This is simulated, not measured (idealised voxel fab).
process module | voxel transistor to metal
cross-section cut | 160 nm wide | cells 5 nm
A cross-section is a grid of square cells, given in bands from the top down. A band is one or more rows of cells.
Each band's line starts with the height of the band's top and of its bottom, in nm. Then come its materials from left to right, each with its width in nm. One material with "throughout" fills the band from edge to edge. "air" is empty space.
Height 0 is the level under which the wafer as received is all one material. The lowest band goes on downwards, as in "0 down".
A width such as "30 to 40" changes by the same amount from each row of cells to the next, from the band's top row to its bottom row.
"no change" after a step means that no cell of the cross-section changed.
closed voids: empty space of 8 cells or more with no open way to the top, each as width x height at its distance from the left edge, in nm
after a step's settings: what the simulator itself notes on the step
overlay nm, on a step with a mask: how far to the right of its planned place the mask lay; to the left if negative
plan
1 op RECEIVE | material Si
2 op OXIDIZE | depth nm 5
3 op CONFORMAL_DEP | material SiN | thk nm 10
4 op DIRECTIONAL_DEP | material aC | thk nm 10
5 op PATTERN | tone cover | mask id ACTIVE | material resist | width nm 120 | thk nm 25 | overlay nm 0
6 op DIRECTIONAL_ETCH | etch materials aC | depth nm 10
7 op STRIP | etch materials resist
8 op DIRECTIONAL_ETCH | etch materials SiN | depth nm 10
9 op DIRECTIONAL_ETCH | etch materials SiO2 | depth nm 5
10 op DIRECTIONAL_ETCH | etch materials Si | depth nm 20
11 op STRIP | etch materials aC
12 op OXIDIZE | depth nm 5
13 op FILL_DEP | material SiO2 | thk nm 5
14 op CMP | height nm 10
15 op SELECTIVE_ETCH | etch materials SiO2 | depth nm 5
16 op STRIP | etch materials SiN
17 op SELECTIVE_ETCH | etch materials SiO2 | depth nm 5
18 op OXIDIZE | depth nm 5
19 op DIRECTIONAL_DEP | material polySi | thk nm 30
20 op DIRECTIONAL_DEP | material SiCN | thk nm 10
21 op PATTERN | tone cover | mask id GATE | material resist | width nm 20 | thk nm 15 | overlay nm 0
22 op DIRECTIONAL_ETCH | etch materials SiCN | depth nm 20
23 op DIRECTIONAL_ETCH | etch materials polySi | depth nm 40
24 op STRIP | etch materials resist
25 op CONFORMAL_DEP | material SiN | thk nm 10
26 op DIRECTIONAL_ETCH | etch materials SiN | depth nm 10
27 op DIRECTIONAL_ETCH | etch materials SiO2 | depth nm 5
28 op EPI | material nSi | thk nm 5
29 op FILL_DEP | material SiO2 | thk nm 5
30 op CMP | height nm 35
31 op DIRECTIONAL_DEP | material SiO2 | thk nm 15
32 op MASKED_ETCH | tone open | mask id CONTACT | width nm 35 | pitch nm 65 | etch materials SiO2 | depth nm 55 | overlay nm 0
33 op CONFORMAL_DEP | material TiN | thk nm 5
34 op FILL_DEP | material Ru | thk nm 10
35 op CMP | height nm 50
36 op CONFORMAL_DEP | material SiN | thk nm 5
37 op DIRECTIONAL_DEP | material SiO2 | thk nm 25
38 op DIRECTIONAL_DEP | material aC | thk nm 15
39 op PATTERN | tone open | mask id METAL_1 | material resist | width nm 20 | pitch nm 80 | thk nm 30 | overlay nm 0
40 op DIRECTIONAL_ETCH | etch materials aC | depth nm 15
41 op STRIP | etch materials resist
42 op DIRECTIONAL_ETCH | etch materials SiO2 | depth nm 25
43 op DIRECTIONAL_ETCH | etch materials SiN | depth nm 5
44 op STRIP | etch materials aC
45 op CONFORMAL_DEP | material TiN | thk nm 5
46 op FILL_DEP | material W | thk nm 5
47 op CMP | height nm 80
48 op CONFORMAL_DEP | material SiN | thk nm 5
first wafer, as planned
as received, after step 1
  0 down: Si throughout
  closed voids: none
after step 2
  0 to -5: SiO2 throughout
  below -5: unchanged
after step 3
  10 to 0: SiN throughout
  below 0: unchanged
after step 4
  20 to 10: aC throughout
  below 10: unchanged
after step 5
  45 to 20: air 20 | resist 120 | air 20
  below 20: unchanged
after step 6
  35 to 20: air 20 | resist 120 | air 20
  20 to 10: air 20 | aC 120 | air 20
  below 10: unchanged
after step 7
  20 to 10: air 20 | aC 120 | air 20
  below 10: unchanged
after step 8
  20 to 10: air 20 | aC 120 | air 20
  10 to 0: air 20 | SiN 120 | air 20
  below 0: unchanged
after step 9
  20 to 10: air 20 | aC 120 | air 20
  10 to 0: air 20 | SiN 120 | air 20
  0 to -5: air 20 | SiO2 120 | air 20
  below -5: unchanged
after step 10
  20 to 10: air 20 | aC 120 | air 20
  10 to 0: air 20 | SiN 120 | air 20
  0 to -5: air 20 | SiO2 120 | air 20
  -5 to -25: air 20 | Si 120 | air 20
  below -25: unchanged
after step 11
  10 to 0: air 20 | SiN 120 | air 20
  below 0: unchanged
after step 12
  10 to 0: air 20 | SiN 120 | air 20
  0 to -5: air 20 | SiO2 120 | air 20
  -5 to -25: air 20 | SiO2 5 | Si 110 | SiO2 5 | air 20
  -25 to -30: SiO2 25 | Si 110 | SiO2 25
  below -30: unchanged
after step 13
  15 to 10: SiO2 throughout
  10 to 0: SiO2 20 | SiN 120 | SiO2 20
  0 to -5: SiO2 throughout
  -5 to -30: SiO2 25 | Si 110 | SiO2 25
  below -30: unchanged
after step 14
  10 to 0: SiO2 20 | SiN 120 | SiO2 20
  below 0: unchanged
after step 15
  10 to 5: air 20 | SiN 120 | air 20
  below 5: unchanged
after step 16
  5 to 0: SiO2 20 | air 120 | SiO2 20
  below 0: unchanged
after step 17
  0 to -5: SiO2 15 | air 130 | SiO2 15
  below -5: unchanged
after step 18
  0 to -5: SiO2 15 | air 130 | SiO2 15
  -5 to -10: SiO2 throughout
  below -10: unchanged
after step 19
  30 to 25: polySi 15 | air 130 | polySi 15
  25 to 0: polySi throughout
  0 to -5: SiO2 15 | polySi 130 | SiO2 15
  below -5: unchanged
after step 20
  40 to 35: SiCN 15 | air 130 | SiCN 15
  35 to 30: SiCN throughout
  30 to 25: polySi 15 | SiCN 130 | polySi 15
  below 25: unchanged
after step 21
  55 to 40: air 70 | resist 20 | air 70
  40 to 35: SiCN 15 | air 55 | resist 20 | air 55 | SiCN 15
  below 35: unchanged
after step 22
  55 to 35: air 70 | resist 20 | air 70
  35 to 30: air 70 | SiCN 20 | air 70
  30 to 25: polySi 15 | air 55 | SiCN 20 | air 55 | polySi 15
  below 25: unchanged
after step 23
  55 to 35: air 70 | resist 20 | air 70
  35 to 25: air 70 | SiCN 20 | air 70
  25 to 0: air 70 | polySi 20 | air 70
  0 to -5: SiO2 15 | air 55 | polySi 20 | air 55 | SiO2 15
  below -5: unchanged
after step 24
  35 to 25: air 70 | SiCN 20 | air 70
  below 25: unchanged
after step 25
  45 to 35: air 60 | SiN 40 | air 60
  35 to 25: air 60 | SiN 10 | SiCN 20 | SiN 10 | air 60
  25 to 10: air 60 | SiN 10 | polySi 20 | SiN 10 | air 60
  10 to 5: SiN 25 | air 35 | SiN 10 | polySi 20 | SiN 10 | air 35 | SiN 25
  5 to 0: SiN 70 | polySi 20 | SiN 70
  0 to -5: SiO2 15 | SiN 55 | polySi 20 | SiN 55 | SiO2 15
  below -5: unchanged
after step 26
  35 to 25: air 60 | SiN 10 | SiCN 20 | SiN 10 | air 60
  25 to 0: air 60 | SiN 10 | polySi 20 | SiN 10 | air 60
  0 to -5: SiO2 15 | SiN 10 | air 35 | SiN 10 | polySi 20 | SiN 10 | air 35 | SiN 10 | SiO2 15
  below -5: unchanged
after step 27
  35 to 25: air 60 | SiN 10 | SiCN 20 | SiN 10 | air 60
  25 to 0: air 60 | SiN 10 | polySi 20 | SiN 10 | air 60
  0 to -5: air 15 | SiN 10 | air 35 | SiN 10 | polySi 20 | SiN 10 | air 35 | SiN 10 | air 15
  -5 to -10: SiO2 25 | air 35 | SiO2 40 | air 35 | SiO2 25
  below -10: unchanged
after step 28
  35 to 25: air 60 | SiN 10 | SiCN 20 | SiN 10 | air 60
  25 to 0: air 60 | SiN 10 | polySi 20 | SiN 10 | air 60
  0 to -5: air 15 | SiN 10 | air 35 | SiN 10 | polySi 20 | SiN 10 | air 35 | SiN 10 | air 15
  -5 to -10: SiO2 25 | nSi 35 | SiO2 40 | nSi 35 | SiO2 25
  below -10: unchanged
after step 29
  40 to 35: SiO2 throughout
  35 to 25: SiO2 60 | SiN 10 | SiCN 20 | SiN 10 | SiO2 60
  25 to 0: SiO2 60 | SiN 10 | polySi 20 | SiN 10 | SiO2 60
  0 to -5: SiO2 15 | SiN 10 | SiO2 35 | SiN 10 | polySi 20 | SiN 10 | SiO2 35 | SiN 10 | SiO2 15
  below -5: unchanged
after step 30
  35 to 25: SiO2 60 | SiN 10 | SiCN 20 | SiN 10 | SiO2 60
  below 25: unchanged
after step 31
  50 to 35: SiO2 throughout
  below 35: unchanged
after step 32
  50 to 35: SiO2 30 | air 35 | SiO2 30 | air 35 | SiO2 30
  35 to 25: SiO2 30 | air 30 | SiN 10 | SiCN 20 | SiN 10 | air 30 | SiO2 30
  25 to 0: SiO2 30 | air 30 | SiN 10 | polySi 20 | SiN 10 | air 30 | SiO2 30
  0 to -5: SiO2 15 | SiN 10 | SiO2 5 | air 30 | SiN 10 | polySi 20 | SiN 10 | air 30 | SiO2 5 | SiN 10 | SiO2 15
  below -5: unchanged
after step 33
  55 to 50: TiN 35 | air 25 | TiN 40 | air 25 | TiN 35
  50 to 40: SiO2 30 | TiN 5 | air 25 | TiN 5 | SiO2 30 | TiN 5 | air 25 | TiN 5 | SiO2 30
  40 to 35: SiO2 30 | TiN 5 | air 20 | TiN 10 | SiO2 30 | TiN 10 | air 20 | TiN 5 | SiO2 30
  35 to 25: SiO2 30 | TiN 5 | air 20 | TiN 5 | SiN 10 | SiCN 20 | SiN 10 | TiN 5 | air 20 | TiN 5 | SiO2 30
  25 to 0: SiO2 30 | TiN 5 | air 20 | TiN 5 | SiN 10 | polySi 20 | SiN 10 | TiN 5 | air 20 | TiN 5 | SiO2 30
  0 to -5: SiO2 15 | SiN 10 | SiO2 5 | TiN 30 | SiN 10 | polySi 20 | SiN 10 | TiN 30 | SiO2 5 | SiN 10 | SiO2 15
  below -5: unchanged
after step 34
  65 to 55: Ru throughout
  55 to 50: TiN 35 | Ru 25 | TiN 40 | Ru 25 | TiN 35
  50 to 40: SiO2 30 | TiN 5 | Ru 25 | TiN 5 | SiO2 30 | TiN 5 | Ru 25 | TiN 5 | SiO2 30
  40 to 35: SiO2 30 | TiN 5 | Ru 20 | TiN 10 | SiO2 30 | TiN 10 | Ru 20 | TiN 5 | SiO2 30
  35 to 25: SiO2 30 | TiN 5 | Ru 20 | TiN 5 | SiN 10 | SiCN 20 | SiN 10 | TiN 5 | Ru 20 | TiN 5 | SiO2 30
  25 to 0: SiO2 30 | TiN 5 | Ru 20 | TiN 5 | SiN 10 | polySi 20 | SiN 10 | TiN 5 | Ru 20 | TiN 5 | SiO2 30
  below 0: unchanged
after step 35
  50 to 40: SiO2 30 | TiN 5 | Ru 25 | TiN 5 | SiO2 30 | TiN 5 | Ru 25 | TiN 5 | SiO2 30
  below 40: unchanged
after step 36
  55 to 50: SiN throughout
  below 50: unchanged
after step 37
  80 to 55: SiO2 throughout
  below 55: unchanged
after step 38
  95 to 80: aC throughout
  below 80: unchanged
after step 39
  125 to 95: resist 30 | air 20 | resist 60 | air 20 | resist 30
  below 95: unchanged
after step 40
  110 to 95: resist 30 | air 20 | resist 60 | air 20 | resist 30
  95 to 80: aC 30 | air 20 | aC 60 | air 20 | aC 30
  below 80: unchanged
after step 41
  95 to 80: aC 30 | air 20 | aC 60 | air 20 | aC 30
  below 80: unchanged
after step 42
  95 to 80: aC 30 | air 20 | aC 60 | air 20 | aC 30
  80 to 55: SiO2 30 | air 20 | SiO2 60 | air 20 | SiO2 30
  below 55: unchanged
after step 43
  95 to 80: aC 30 | air 20 | aC 60 | air 20 | aC 30
  80 to 55: SiO2 30 | air 20 | SiO2 60 | air 20 | SiO2 30
  55 to 50: SiN 30 | air 20 | SiN 60 | air 20 | SiN 30
  below 50: unchanged
after step 44
  80 to 55: SiO2 30 | air 20 | SiO2 60 | air 20 | SiO2 30
  below 55: unchanged
after step 45
  85 to 80: TiN 35 | air 10 | TiN 70 | air 10 | TiN 35
  80 to 55: SiO2 30 | TiN 5 | air 10 | TiN 5 | SiO2 60 | TiN 5 | air 10 | TiN 5 | SiO2 30
  55 to 50: SiN 30 | TiN 20 | SiN 60 | TiN 20 | SiN 30
  below 50: unchanged
after step 46
  90 to 85: W throughout
  85 to 80: TiN 35 | W 10 | TiN 70 | W 10 | TiN 35
  80 to 55: SiO2 30 | TiN 5 | W 10 | TiN 5 | SiO2 60 | TiN 5 | W 10 | TiN 5 | SiO2 30
  below 55: unchanged
after step 47
  80 to 55: SiO2 30 | TiN 5 | W 10 | TiN 5 | SiO2 60 | TiN 5 | W 10 | TiN 5 | SiO2 30
  below 55: unchanged
after step 48
  85 to 80: SiN throughout
  below 80: unchanged
second wafer: like start, like plan, one mistake. Through step 14 it matches the first wafer
when step 15 should have ended
  10 to 0: SiO2 20 | air 120 | SiO2 20
  below 0: unchanged
when step 16 should have ended
  5 to -5: SiO2 15 | air 130 | SiO2 15
  below -5: unchanged
when step 17 should have ended
  0 to -5: SiO2 10 | air 140 | SiO2 10
  -5 to -10: SiO2 10 | air 15 | Si 110 | air 15 | SiO2 10
  below -10: unchanged
when step 18 should have ended
  0 to -5: SiO2 10 | air 140 | SiO2 10
  -5 to -10: SiO2 10 | air 15 | SiO2 110 | air 15 | SiO2 10
  -10 to -15: SiO2 30 | Si 100 | SiO2 30
  below -15: unchanged
when step 19 should have ended
  30 to 25: polySi 10 | air 140 | polySi 10
  25 to 20: polySi 10 | air 15 | polySi 110 | air 15 | polySi 10
  20 to 0: polySi throughout
  0 to -5: SiO2 10 | polySi 140 | SiO2 10
  -5 to -10: SiO2 10 | polySi 15 | SiO2 110 | polySi 15 | SiO2 10
  below -10: unchanged
when step 20 should have ended
  40 to 35: SiCN 10 | air 140 | SiCN 10
  35 to 30: SiCN 10 | air 15 | SiCN 110 | air 15 | SiCN 10
  30 to 25: polySi 10 | SiCN 140 | polySi 10
  25 to 20: polySi 10 | SiCN 15 | polySi 110 | SiCN 15 | polySi 10
  below 20: unchanged
when step 21 should have ended
  55 to 40: air 70 | resist 20 | air 70
  40 to 35: SiCN 10 | air 60 | resist 20 | air 60 | SiCN 10
  below 35: unchanged
when step 22 should have ended
  55 to 35: air 70 | resist 20 | air 70
  35 to 30: air 70 | SiCN 20 | air 70
  30 to 25: polySi 10 | air 60 | SiCN 20 | air 60 | polySi 10
  25 to 20: polySi 10 | air 15 | polySi 110 | air 15 | polySi 10
  below 20: unchanged
when step 23 should have ended
  55 to 35: air 70 | resist 20 | air 70
  35 to 25: air 70 | SiCN 20 | air 70
  25 to 0: air 70 | polySi 20 | air 70
  0 to -5: SiO2 10 | air 60 | polySi 20 | air 60 | SiO2 10
  -5 to -10: SiO2 10 | air 15 | SiO2 110 | air 15 | SiO2 10
  below -10: unchanged
when step 24 should have ended
  35 to 25: air 70 | SiCN 20 | air 70
  below 25: unchanged
when step 25 should have ended
  45 to 35: air 60 | SiN 40 | air 60
  35 to 25: air 60 | SiN 10 | SiCN 20 | SiN 10 | air 60
  25 to 10: air 60 | SiN 10 | polySi 20 | SiN 10 | air 60
  10 to 5: SiN 20 | air 40 | SiN 10 | polySi 20 | SiN 10 | air 40 | SiN 20
  5 to 0: SiN 70 | polySi 20 | SiN 70
  0 to -5: SiO2 10 | SiN 60 | polySi 20 | SiN 60 | SiO2 10
  -5 to -10: SiO2 10 | SiN 15 | SiO2 110 | SiN 15 | SiO2 10
  below -10: unchanged
when step 26 should have ended
  35 to 25: air 60 | SiN 10 | SiCN 20 | SiN 10 | air 60
  25 to 0: air 60 | SiN 10 | polySi 20 | SiN 10 | air 60
  0 to -5: SiO2 10 | SiN 10 | air 40 | SiN 10 | polySi 20 | SiN 10 | air 40 | SiN 10 | SiO2 10
  below -5: unchanged
when step 27 should have ended
  35 to 25: air 60 | SiN 10 | SiCN 20 | SiN 10 | air 60
  25 to 0: air 60 | SiN 10 | polySi 20 | SiN 10 | air 60
  0 to -5: air 10 | SiN 10 | air 40 | SiN 10 | polySi 20 | SiN 10 | air 40 | SiN 10 | air 10
  -5 to -10: SiO2 10 | SiN 15 | air 35 | SiO2 40 | air 35 | SiN 15 | SiO2 10
  below -10: unchanged
when step 28 should have ended
  35 to 25: air 60 | SiN 10 | SiCN 20 | SiN 10 | air 60
  25 to 0: air 60 | SiN 10 | polySi 20 | SiN 10 | air 60
  0 to -5: air 10 | SiN 10 | air 40 | SiN 10 | polySi 20 | SiN 10 | air 40 | SiN 10 | air 10
  -5 to -10: SiO2 10 | SiN 15 | nSi 35 | SiO2 40 | nSi 35 | SiN 15 | SiO2 10
  below -10: unchanged
when step 29 should have ended
  40 to 35: SiO2 throughout
  35 to 25: SiO2 60 | SiN 10 | SiCN 20 | SiN 10 | SiO2 60
  25 to 0: SiO2 60 | SiN 10 | polySi 20 | SiN 10 | SiO2 60
  0 to -5: SiO2 10 | SiN 10 | SiO2 40 | SiN 10 | polySi 20 | SiN 10 | SiO2 40 | SiN 10 | SiO2 10
  below -5: unchanged
when step 30 should have ended
  35 to 25: SiO2 60 | SiN 10 | SiCN 20 | SiN 10 | SiO2 60
  below 25: unchanged
when step 31 should have ended
  50 to 35: SiO2 throughout
  below 35: unchanged
when step 32 should have ended
  50 to 35: SiO2 30 | air 35 | SiO2 30 | air 35 | SiO2 30
  35 to 25: SiO2 30 | air 30 | SiN 10 | SiCN 20 | SiN 10 | air 30 | SiO2 30
  25 to 0: SiO2 30 | air 30 | SiN 10 | polySi 20 | SiN 10 | air 30 | SiO2 30
  0 to -5: SiO2 10 | SiN 10 | SiO2 10 | air 30 | SiN 10 | polySi 20 | SiN 10 | air 30 | SiO2 10 | SiN 10 | SiO2 10
  below -5: unchanged
when step 33 should have ended
  55 to 50: TiN 35 | air 25 | TiN 40 | air 25 | TiN 35
  50 to 40: SiO2 30 | TiN 5 | air 25 | TiN 5 | SiO2 30 | TiN 5 | air 25 | TiN 5 | SiO2 30
  40 to 35: SiO2 30 | TiN 5 | air 20 | TiN 10 | SiO2 30 | TiN 10 | air 20 | TiN 5 | SiO2 30
  35 to 25: SiO2 30 | TiN 5 | air 20 | TiN 5 | SiN 10 | SiCN 20 | SiN 10 | TiN 5 | air 20 | TiN 5 | SiO2 30
  25 to 0: SiO2 30 | TiN 5 | air 20 | TiN 5 | SiN 10 | polySi 20 | SiN 10 | TiN 5 | air 20 | TiN 5 | SiO2 30
  0 to -5: SiO2 10 | SiN 10 | SiO2 10 | TiN 30 | SiN 10 | polySi 20 | SiN 10 | TiN 30 | SiO2 10 | SiN 10 | SiO2 10
  below -5: unchanged
when step 34 should have ended
  65 to 55: Ru throughout
  55 to 50: TiN 35 | Ru 25 | TiN 40 | Ru 25 | TiN 35
  50 to 40: SiO2 30 | TiN 5 | Ru 25 | TiN 5 | SiO2 30 | TiN 5 | Ru 25 | TiN 5 | SiO2 30
  40 to 35: SiO2 30 | TiN 5 | Ru 20 | TiN 10 | SiO2 30 | TiN 10 | Ru 20 | TiN 5 | SiO2 30
  35 to 25: SiO2 30 | TiN 5 | Ru 20 | TiN 5 | SiN 10 | SiCN 20 | SiN 10 | TiN 5 | Ru 20 | TiN 5 | SiO2 30
  25 to 0: SiO2 30 | TiN 5 | Ru 20 | TiN 5 | SiN 10 | polySi 20 | SiN 10 | TiN 5 | Ru 20 | TiN 5 | SiO2 30
  below 0: unchanged
when step 35 should have ended
  50 to 40: SiO2 30 | TiN 5 | Ru 25 | TiN 5 | SiO2 30 | TiN 5 | Ru 25 | TiN 5 | SiO2 30
  below 40: unchanged
when step 36 should have ended
  55 to 50: SiN throughout
  below 50: unchanged
when step 37 should have ended
  80 to 55: SiO2 throughout
  below 55: unchanged
when step 38 should have ended
  95 to 80: aC throughout
  below 80: unchanged
when step 39 should have ended
  125 to 95: resist 30 | air 20 | resist 60 | air 20 | resist 30
  below 95: unchanged
when step 40 should have ended
  110 to 95: resist 30 | air 20 | resist 60 | air 20 | resist 30
  95 to 80: aC 30 | air 20 | aC 60 | air 20 | aC 30
  below 80: unchanged
when step 41 should have ended
  95 to 80: aC 30 | air 20 | aC 60 | air 20 | aC 30
  below 80: unchanged
when step 42 should have ended
  95 to 80: aC 30 | air 20 | aC 60 | air 20 | aC 30
  80 to 55: SiO2 30 | air 20 | SiO2 60 | air 20 | SiO2 30
  below 55: unchanged
when step 43 should have ended
  95 to 80: aC 30 | air 20 | aC 60 | air 20 | aC 30
  80 to 55: SiO2 30 | air 20 | SiO2 60 | air 20 | SiO2 30
  55 to 50: SiN 30 | air 20 | SiN 60 | air 20 | SiN 30
  below 50: unchanged
when step 44 should have ended
  80 to 55: SiO2 30 | air 20 | SiO2 60 | air 20 | SiO2 30
  below 55: unchanged
when step 45 should have ended
  85 to 80: TiN 35 | air 10 | TiN 70 | air 10 | TiN 35
  80 to 55: SiO2 30 | TiN 5 | air 10 | TiN 5 | SiO2 60 | TiN 5 | air 10 | TiN 5 | SiO2 30
  55 to 50: SiN 30 | TiN 20 | SiN 60 | TiN 20 | SiN 30
  below 50: unchanged
when step 46 should have ended
  90 to 85: W throughout
  85 to 80: TiN 35 | W 10 | TiN 70 | W 10 | TiN 35
  80 to 55: SiO2 30 | TiN 5 | W 10 | TiN 5 | SiO2 60 | TiN 5 | W 10 | TiN 5 | SiO2 30
  below 55: unchanged
when step 47 should have ended
  80 to 55: SiO2 30 | TiN 5 | W 10 | TiN 5 | SiO2 60 | TiN 5 | W 10 | TiN 5 | SiO2 30
  below 55: unchanged
when step 48 should have ended
  85 to 80: SiN throughout
  below 80: unchanged
what went wrong: steps 15 and 16 were swapped
at the end the second wafer has, in cells: 2 fewer of Si | 6 more of SiN | 4 fewer of SiO2
